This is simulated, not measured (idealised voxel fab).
Process module in this document: voxel wiring stack
Cross-section cut spans 235 nm and uses square cells 5 nm in size.
Each cross-section below is a grid of square cells, stated as bands in top-down order, with one or more rows of cells making up each band.
Look at the band entry: it leads with the top's height and the bottom's height in nm. Then it lists the materials left to right, with a width in nm for each. The word "throughout" on a single material says that material fills the band edge to edge. The word "blank" is empty space.
Height reference: 0 = level under which incoming wafer is all one material. Lowest band: no bottom, runs on downward, e.g. "top 0, no bottom".
The two numbers in a width such as "30->40" mark its ends across the band: the first belongs to the top row of cells, the second to the bottom row, and from each row to the next the width moves by the same amount.
"no modifications" (step): cross-section cells unchanged, all of them.
"Sealed voids" specifies each empty space that is not open to the top and that occupies no fewer than 8 cells, using the form width x height at distance, the distance measured from the left edge and all three quantities in nm.
Where a step's line continues beyond its settings, the continuation is a remark by the simulator itself on that step.
overlay nm, on a step with a mask: how far to the right of its planned place the mask lay; to the left if negative

# This section lists the process steps that were planned
1,RECEIVE: material Si
2,CONFORMAL_DEP: material SiO2, thk nm 15
3,DIRECTIONAL_DEP: material TiN, thk nm 5
4,DIRECTIONAL_DEP: material W, thk nm 15
5,PATTERN: tone cover, mask id METAL_1, material resist, width nm 25, pitch nm 55, thk nm 20, overlay nm 0
6,DIRECTIONAL_ETCH: etch materials W, depth nm 15
7,DIRECTIONAL_ETCH: etch materials TiN, depth nm 5
8,STRIP: etch materials resist
9,CONFORMAL_DEP: material SiN, thk nm 5
10,FILL_DEP: material lowk, thk nm 10
11,CMP: height nm 35
12,CONFORMAL_DEP: material SiCN, thk nm 5
13,DIRECTIONAL_DEP: material SiO2, thk nm 20
14,DIRECTIONAL_DEP: material aC, thk nm 10
15,PATTERN: tone open, mask id PLUG_1, material resist, width nm 15, pitch nm 110, thk nm 30, overlay nm 0
16,DIRECTIONAL_ETCH: etch materials aC, depth nm 10
17,STRIP: etch materials resist
18,DIRECTIONAL_ETCH: etch materials SiO2, depth nm 20
19,DIRECTIONAL_ETCH: etch materials SiCN, depth nm 5
20,STRIP: etch materials aC
21,CONFORMAL_DEP: material TiN, thk nm 5
22,FILL_DEP: material Ru, thk nm 5
23,CMP: height nm 60
24,DIRECTIONAL_DEP: material TiN, thk nm 5
25,DIRECTIONAL_DEP: material Ru, thk nm 25
26,PATTERN: tone cover, mask id METAL_2, material resist, width nm 25, pitch nm 55, thk nm 20, overlay nm 0
27,DIRECTIONAL_ETCH: etch materials Ru, depth nm 25
28,DIRECTIONAL_ETCH: etch materials TiN, depth nm 5
29,STRIP: etch materials resist
30,FILL_DEP: material SiO2, thk nm 5
31,CMP: height nm 90
32,CONFORMAL_DEP: material SiCN, thk nm 5
33,DIRECTIONAL_DEP: material lowk, thk nm 25
34,MASKED_ETCH: tone open, mask id METAL_3_HOLES, width nm 15, pitch nm 110, etch materials lowk, depth nm 25, overlay nm 0
35,PATTERN: tone open, mask id METAL_3, material resist, width nm 25, pitch nm 55, thk nm 20, overlay nm 0
36,DIRECTIONAL_ETCH: etch materials lowk, depth nm 15
37,DIRECTIONAL_ETCH: etch materials SiCN, depth nm 5
38,STRIP: etch materials resist
39,CONFORMAL_DEP: material TiN, thk nm 5
40,FILL_DEP: material Cu, thk nm 10
41,CMP: height nm 120
42,CONFORMAL_DEP: material SiCN, thk nm 5
43,DIRECTIONAL_DEP: material SiO2, thk nm 15
44,PATTERN: tone open, mask id PLUG_3, material resist, width nm 15, pitch nm 55, thk nm 20, overlay nm 0
45,DIRECTIONAL_ETCH: etch materials SiO2, depth nm 15
46,DIRECTIONAL_ETCH: etch materials SiCN, depth nm 5
47,STRIP: etch materials resist
48,EPI: material Ru, thk nm 10
49,EPI: material Ru, thk nm 10
50,CONFORMAL_DEP: material SiCN, thk nm 5
51,DIRECTIONAL_DEP: material lowk, thk nm 15
52,MASKED_ETCH: tone open, mask id METAL_4, width nm 25, pitch nm 55, etch materials lowk, depth nm 15, overlay nm 0
53,MASKED_ETCH: tone open, mask id METAL_4, width nm 25, pitch nm 55, etch materials SiCN, depth nm 5, overlay nm 0
54,CONFORMAL_DEP: material TiN, thk nm 5
55,FILL_DEP: material Cu, thk nm 10
56,CMP: height nm 160
57,EPI: material Ru, thk nm 5
58,FILL_DEP: material SiCN, thk nm 5

# First of two wafers: run as planned

# The cross-section here shows the wafer as received, i.e. in its state after step 1
* top 0, no bottom  Si throughout
* Sealed voids: none

# Once step 2 is through, the wafer looks like this in cross-section
* top 15, bottom 0  SiO2 throughout
* Note: structure below 0 unchanged.

# Once step 3 is through, the wafer looks like this in cross-section
* top 20, bottom 15  TiN throughout
* Note: structure below 15 unchanged.

# Once step 4 is through, the wafer looks like this in cross-section
* top 35, bottom 20  W throughout
* Note: structure below 20 unchanged.

# Once step 5 is through, the wafer looks like this in cross-section
* top 55, bottom 35  blank (20); resist (25); blank (30); resist (25); blank (30); resist (25); blank (30); resist (25); blank (25)
* Note: structure below 35 unchanged.

# Once step 6 is through, the wafer looks like this in cross-section
* top 55, bottom 35  blank (20); resist (25); blank (30); resist (25); blank (30); resist (25); blank (30); resist (25); blank (25)
* top 35, bottom 20  blank (20); W (25); blank (30); W (25); blank (30); W (25); blank (30); W (25); blank (25)
* Note: structure below 20 unchanged.

# Once step 7 is through, the wafer looks like this in cross-section
* top 55, bottom 35  blank (20); resist (25); blank (30); resist (25); blank (30); resist (25); blank (30); resist (25); blank (25)
* top 35, bottom 20  blank (20); W (25); blank (30); W (25); blank (30); W (25); blank (30); W (25); blank (25)
* top 20, bottom 15  blank (20); TiN (25); blank (30); TiN (25); blank (30); TiN (25); blank (30); TiN (25); blank (25)
* Note: structure below 15 unchanged.

# Once step 8 is through, the wafer looks like this in cross-section
* top 35, bottom 20  blank (20); W (25); blank (30); W (25); blank (30); W (25); blank (30); W (25); blank (25)
* Note: structure below 20 unchanged.

# Once step 9 is through, the wafer looks like this in cross-section
* top 40, bottom 35  blank (15); SiN (35); blank (20); SiN (35); blank (20); SiN (35); blank (20); SiN (35); blank (20)
* top 35, bottom 20  blank (15); SiN (5); W (25); SiN (5); blank (20); SiN (5); W (25); SiN (5); blank (20); SiN (5); W (25); SiN (5); blank (20); SiN (5); W (25); SiN (5); blank (20)
* top 20, bottom 15  SiN (20); TiN (25); SiN (30); TiN (25); SiN (30); TiN (25); SiN (30); TiN (25); SiN (25)
* Note: structure below 15 unchanged.

# Once step 10 is through, the wafer looks like this in cross-section
* top 50, bottom 40  lowk throughout
* top 40, bottom 35  lowk (15); SiN (35); lowk (20); SiN (35); lowk (20); SiN (35); lowk (20); SiN (35); lowk (20)
* top 35, bottom 20  lowk (15); SiN (5); W (25); SiN (5); lowk (20); SiN (5); W (25); SiN (5); lowk (20); SiN (5); W (25); SiN (5); lowk (20); SiN (5); W (25); SiN (5); lowk (20)
* Note: structure below 20 unchanged.

# Once step 11 is through, the wafer looks like this in cross-section
* top 35, bottom 20  lowk (15); SiN (5); W (25); SiN (5); lowk (20); SiN (5); W (25); SiN (5); lowk (20); SiN (5); W (25); SiN (5); lowk (20); SiN (5); W (25); SiN (5); lowk (20)
* Note: structure below 20 unchanged.

# Once step 12 is through, the wafer looks like this in cross-section
* top 40, bottom 35  SiCN throughout
* Note: structure below 35 unchanged.

# Once step 13 is through, the wafer looks like this in cross-section
* top 60, bottom 40  SiO2 throughout
* Note: structure below 40 unchanged.

# Once step 14 is through, the wafer looks like this in cross-section
* top 70, bottom 60  aC throughout
* Note: structure below 60 unchanged.

# Once step 15 is through, the wafer looks like this in cross-section
* top 100, bottom 70  resist (20); blank (15); resist (95); blank (15); resist (90)
* Note: structure below 70 unchanged.

# Once step 16 is through, the wafer looks like this in cross-section
* top 90, bottom 70  resist (20); blank (15); resist (95); blank (15); resist (90)
* top 70, bottom 60  aC (20); blank (15); aC (95); blank (15); aC (90)
* Note: structure below 60 unchanged.

# Once step 17 is through, the wafer looks like this in cross-section
* top 70, bottom 60  aC (20); blank (15); aC (95); blank (15); aC (90)
* Note: structure below 60 unchanged.

# Once step 18 is through, the wafer looks like this in cross-section
* top 70, bottom 60  aC (20); blank (15); aC (95); blank (15); aC (90)
* top 60, bottom 40  SiO2 (20); blank (15); SiO2 (95); blank (15); SiO2 (90)
* Note: structure below 40 unchanged.

# Once step 19 is through, the wafer looks like this in cross-section
* top 70, bottom 60  aC (20); blank (15); aC (95); blank (15); aC (90)
* top 60, bottom 40  SiO2 (20); blank (15); SiO2 (95); blank (15); SiO2 (90)
* top 40, bottom 35  SiCN (20); blank (15); SiCN (95); blank (15); SiCN (90)
* Note: structure below 35 unchanged.

# Once step 20 is through, the wafer looks like this in cross-section
* top 60, bottom 40  SiO2 (20); blank (15); SiO2 (95); blank (15); SiO2 (90)
* Note: structure below 40 unchanged.

# Once step 21 is through, the wafer looks like this in cross-section
* top 65, bottom 60  TiN (25); blank (5); TiN (105); blank (5); TiN (95)
* top 60, bottom 40  SiO2 (20); TiN (5); blank (5); TiN (5); SiO2 (95); TiN (5); blank (5); TiN (5); SiO2 (90)
* top 40, bottom 35  SiCN (20); TiN (15); SiCN (95); TiN (15); SiCN (90)
* Note: structure below 35 unchanged.

# Once step 22 is through, the wafer looks like this in cross-section
* top 70, bottom 65  Ru throughout
* top 65, bottom 60  TiN (25); Ru (5); TiN (105); Ru (5); TiN (95)
* top 60, bottom 40  SiO2 (20); TiN (5); Ru (5); TiN (5); SiO2 (95); TiN (5); Ru (5); TiN (5); SiO2 (90)
* Note: structure below 40 unchanged.

# Once step 23 is through, the wafer looks like this in cross-section
* top 60, bottom 40  SiO2 (20); TiN (5); Ru (5); TiN (5); SiO2 (95); TiN (5); Ru (5); TiN (5); SiO2 (90)
* Note: structure below 40 unchanged.

# Once step 24 is through, the wafer looks like this in cross-section
* top 65, bottom 60  TiN throughout
* Note: structure below 60 unchanged.

# Once step 25 is through, the wafer looks like this in cross-section
* top 90, bottom 65  Ru throughout
* Note: structure below 65 unchanged.

# Once step 26 is through, the wafer looks like this in cross-section
* top 110, bottom 90  blank (20); resist (25); blank (30); resist (25); blank (30); resist (25); blank (30); resist (25); blank (25)
* Note: structure below 90 unchanged.

# Once step 27 is through, the wafer looks like this in cross-section
* top 110, bottom 90  blank (20); resist (25); blank (30); resist (25); blank (30); resist (25); blank (30); resist (25); blank (25)
* top 90, bottom 65  blank (20); Ru (25); blank (30); Ru (25); blank (30); Ru (25); blank (30); Ru (25); blank (25)
* Note: structure below 65 unchanged.

# Once step 28 is through, the wafer looks like this in cross-section
* top 110, bottom 90  blank (20); resist (25); blank (30); resist (25); blank (30); resist (25); blank (30); resist (25); blank (25)
* top 90, bottom 65  blank (20); Ru (25); blank (30); Ru (25); blank (30); Ru (25); blank (30); Ru (25); blank (25)
* top 65, bottom 60  blank (20); TiN (25); blank (30); TiN (25); blank (30); TiN (25); blank (30); TiN (25); blank (25)
* Note: structure below 60 unchanged.

# Once step 29 is through, the wafer looks like this in cross-section
* top 90, bottom 65  blank (20); Ru (25); blank (30); Ru (25); blank (30); Ru (25); blank (30); Ru (25); blank (25)
* Note: structure below 65 unchanged.

# Once step 30 is through, the wafer looks like this in cross-section
* top 95, bottom 90  SiO2 throughout
* top 90, bottom 65  SiO2 (20); Ru (25); SiO2 (30); Ru (25); SiO2 (30); Ru (25); SiO2 (30); Ru (25); SiO2 (25)
* top 65, bottom 60  SiO2 (20); TiN (25); SiO2 (30); TiN (25); SiO2 (30); TiN (25); SiO2 (30); TiN (25); SiO2 (25)
* Note: structure below 60 unchanged.

# Once step 31 is through, the wafer looks like this in cross-section
* top 90, bottom 65  SiO2 (20); Ru (25); SiO2 (30); Ru (25); SiO2 (30); Ru (25); SiO2 (30); Ru (25); SiO2 (25)
* Note: structure below 65 unchanged.

# Once step 32 is through, the wafer looks like this in cross-section
* top 95, bottom 90  SiCN throughout
* Note: structure below 90 unchanged.

# Once step 33 is through, the wafer looks like this in cross-section
* top 120, bottom 95  lowk throughout
* Note: structure below 95 unchanged.

# Once step 34 is through, the wafer looks like this in cross-section
* top 120, bottom 95  lowk (20); blank (15); lowk (95); blank (15); lowk (90)
* Note: structure below 95 unchanged.

# Once step 35 is through, the wafer looks like this in cross-section
* top 140, bottom 120  resist (20); blank (25); resist (30); blank (25); resist (30); blank (25); resist (30); blank (25); resist (25)
* Note: structure below 120 unchanged.

# Once step 36 is through, the wafer looks like this in cross-section
* top 140, bottom 120  resist (20); blank (25); resist (30); blank (25); resist (30); blank (25); resist (30); blank (25); resist (25)
* top 120, bottom 105  lowk (20); blank (25); lowk (30); blank (25); lowk (30); blank (25); lowk (30); blank (25); lowk (25)
* Note: structure below 105 unchanged.

# Once step 37 is through, the wafer looks like this in cross-section
* top 140, bottom 120  resist (20); blank (25); resist (30); blank (25); resist (30); blank (25); resist (30); blank (25); resist (25)
* top 120, bottom 105  lowk (20); blank (25); lowk (30); blank (25); lowk (30); blank (25); lowk (30); blank (25); lowk (25)
* top 105, bottom 95  lowk (20); blank (15); lowk (95); blank (15); lowk (90)
* top 95, bottom 90  SiCN (20); blank (15); SiCN (95); blank (15); SiCN (90)
* Note: structure below 90 unchanged.

# Once step 38 is through, the wafer looks like this in cross-section
* top 120, bottom 105  lowk (20); blank (25); lowk (30); blank (25); lowk (30); blank (25); lowk (30); blank (25); lowk (25)
* Note: structure below 105 unchanged.

# Once step 39 is through, the wafer looks like this in cross-section
* top 125, bottom 120  TiN (25); blank (15); TiN (40); blank (15); TiN (40); blank (15); TiN (40); blank (15); TiN (30)
* top 120, bottom 110  lowk (20); TiN (5); blank (15); TiN (5); lowk (30); TiN (5); blank (15); TiN (5); lowk (30); TiN (5); blank (15); TiN (5); lowk (30); TiN (5); blank (15); TiN (5); lowk (25)
* top 110, bottom 105  lowk (20); TiN (5); blank (5); TiN (15); lowk (30); TiN (25); lowk (30); TiN (5); blank (5); TiN (15); lowk (30); TiN (25); lowk (25)
* top 105, bottom 95  lowk (20); TiN (5); blank (5); TiN (5); lowk (95); TiN (5); blank (5); TiN (5); lowk (90)
* top 95, bottom 90  SiCN (20); TiN (15); SiCN (95); TiN (15); SiCN (90)
* Note: structure below 90 unchanged.

# Once step 40 is through, the wafer looks like this in cross-section
* top 135, bottom 125  Cu throughout
* top 125, bottom 120  TiN (25); Cu (15); TiN (40); Cu (15); TiN (40); Cu (15); TiN (40); Cu (15); TiN (30)
* top 120, bottom 110  lowk (20); TiN (5); Cu (15); TiN (5); lowk (30); TiN (5); Cu (15); TiN (5); lowk (30); TiN (5); Cu (15); TiN (5); lowk (30); TiN (5); Cu (15); TiN (5); lowk (25)
* top 110, bottom 105  lowk (20); TiN (5); Cu (5); TiN (15); lowk (30); TiN (25); lowk (30); TiN (5); Cu (5); TiN (15); lowk (30); TiN (25); lowk (25)
* top 105, bottom 95  lowk (20); TiN (5); Cu (5); TiN (5); lowk (95); TiN (5); Cu (5); TiN (5); lowk (90)
* Note: structure below 95 unchanged.

# Once step 41 is through, the wafer looks like this in cross-section
* top 120, bottom 110  lowk (20); TiN (5); Cu (15); TiN (5); lowk (30); TiN (5); Cu (15); TiN (5); lowk (30); TiN (5); Cu (15); TiN (5); lowk (30); TiN (5); Cu (15); TiN (5); lowk (25)
* Note: structure below 110 unchanged.

# Once step 42 is through, the wafer looks like this in cross-section
* top 125, bottom 120  SiCN throughout
* Note: structure below 120 unchanged.

# Once step 43 is through, the wafer looks like this in cross-section
* top 140, bottom 125  SiO2 throughout
* Note: structure below 125 unchanged.

# Once step 44 is through, the wafer looks like this in cross-section
* top 160, bottom 140  resist (20); blank (15); resist (40); blank (15); resist (40); blank (15); resist (40); blank (15); resist (35)
* Note: structure below 140 unchanged.

# Once step 45 is through, the wafer looks like this in cross-section
* top 160, bottom 140  resist (20); blank (15); resist (40); blank (15); resist (40); blank (15); resist (40); blank (15); resist (35)
* top 140, bottom 125  SiO2 (20); blank (15); SiO2 (40); blank (15); SiO2 (40); blank (15); SiO2 (40); blank (15); SiO2 (35)
* Note: structure below 125 unchanged.

# Once step 46 is through, the wafer looks like this in cross-section
* top 160, bottom 140  resist (20); blank (15); resist (40); blank (15); resist (40); blank (15); resist (40); blank (15); resist (35)
* top 140, bottom 125  SiO2 (20); blank (15); SiO2 (40); blank (15); SiO2 (40); blank (15); SiO2 (40); blank (15); SiO2 (35)
* top 125, bottom 120  SiCN (20); blank (15); SiCN (40); blank (15); SiCN (40); blank (15); SiCN (40); blank (15); SiCN (35)
* Note: structure below 120 unchanged.

# Once step 47 is through, the wafer looks like this in cross-section
* top 140, bottom 125  SiO2 (20); blank (15); SiO2 (40); blank (15); SiO2 (40); blank (15); SiO2 (40); blank (15); SiO2 (35)
* Note: structure below 125 unchanged.

# Once step 48 is through, the wafer looks like this in cross-section
* top 140, bottom 130  SiO2 (20); blank (15); SiO2 (40); blank (15); SiO2 (40); blank (15); SiO2 (40); blank (15); SiO2 (35)
* top 130, bottom 125  SiO2 (20); Ru (15); SiO2 (40); Ru (15); SiO2 (40); Ru (15); SiO2 (40); Ru (15); SiO2 (35)
* top 125, bottom 120  SiCN (20); Ru (15); SiCN (40); Ru (15); SiCN (40); Ru (15); SiCN (40); Ru (15); SiCN (35)
* Note: structure below 120 unchanged.

# Once step 49 is through, the wafer looks like this in cross-section
* top 140, bottom 125  SiO2 (20); Ru (15); SiO2 (40); Ru (15); SiO2 (40); Ru (15); SiO2 (40); Ru (15); SiO2 (35)
* Note: structure below 125 unchanged.

# Once step 50 is through, the wafer looks like this in cross-section
* top 145, bottom 140  SiCN throughout
* Note: structure below 140 unchanged.

# Once step 51 is through, the wafer looks like this in cross-section
* top 160, bottom 145  lowk throughout
* Note: structure below 145 unchanged.

# Once step 52 is through, the wafer looks like this in cross-section
* top 160, bottom 145  lowk (20); blank (25); lowk (30); blank (25); lowk (30); blank (25); lowk (30); blank (25); lowk (25)
* Note: structure below 145 unchanged.

# Once step 53 is through, the wafer looks like this in cross-section
* top 160, bottom 145  lowk (20); blank (25); lowk (30); blank (25); lowk (30); blank (25); lowk (30); blank (25); lowk (25)
* top 145, bottom 140  SiCN (20); blank (25); SiCN (30); blank (25); SiCN (30); blank (25); SiCN (30); blank (25); SiCN (25)
* Note: structure below 140 unchanged.

# Once step 54 is through, the wafer looks like this in cross-section
* top 165, bottom 160  TiN (25); blank (15); TiN (40); blank (15); TiN (40); blank (15); TiN (40); blank (15); TiN (30)
* top 160, bottom 145  lowk (20); TiN (5); blank (15); TiN (5); lowk (30); TiN (5); blank (15); TiN (5); lowk (30); TiN (5); blank (15); TiN (5); lowk (30); TiN (5); blank (15); TiN (5); lowk (25)
* top 145, bottom 140  SiCN (20); TiN (25); SiCN (30); TiN (25); SiCN (30); TiN (25); SiCN (30); TiN (25); SiCN (25)
* Note: structure below 140 unchanged.

# Once step 55 is through, the wafer looks like this in cross-section
* top 175, bottom 165  Cu throughout
* top 165, bottom 160  TiN (25); Cu (15); TiN (40); Cu (15); TiN (40); Cu (15); TiN (40); Cu (15); TiN (30)
* top 160, bottom 145  lowk (20); TiN (5); Cu (15); TiN (5); lowk (30); TiN (5); Cu (15); TiN (5); lowk (30); TiN (5); Cu (15); TiN (5); lowk (30); TiN (5); Cu (15); TiN (5); lowk (25)
* Note: structure below 145 unchanged.

# Once step 56 is through, the wafer looks like this in cross-section
* top 160, bottom 145  lowk (20); TiN (5); Cu (15); TiN (5); lowk (30); TiN (5); Cu (15); TiN (5); lowk (30); TiN (5); Cu (15); TiN (5); lowk (30); TiN (5); Cu (15); TiN (5); lowk (25)
* Note: structure below 145 unchanged.

# Once step 57 is through, the wafer looks like this in cross-section
* top 165, bottom 160  blank (15); Ru (35); blank (20); Ru (35); blank (20); Ru (35); blank (20); Ru (35); blank (20)
* Note: structure below 160 unchanged.

# Once step 58 is through, the wafer looks like this in cross-section
* top 170, bottom 165  SiCN throughout
* top 165, bottom 160  SiCN (15); Ru (35); SiCN (20); Ru (35); SiCN (20); Ru (35); SiCN (20); Ru (35); SiCN (20)
* Note: structure below 160 unchanged.

# Now the other wafer: same start, same recipe, but we messed up one thing when running it. Up to and including step 57 it's the same as the first one

# Cross-section of the second wafer corresponding to the planned conclusion of step 58
* top 180, bottom 165  SiCN throughout
* top 165, bottom 160  SiCN (15); Ru (35); SiCN (20); Ru (35); SiCN (20); Ru (35); SiCN (20); Ru (35); SiCN (20)
* Note: structure below 160 unchanged.
In executing the process, a mistake was made relative to the plan: step 58 off recipe, ran as FILL_DEP: material SiCN, thk nm 15
Upon completion, the second wafer contains, in terms of cells, a greater or smaller amount of certain materials than the first wafer: SiCN +94
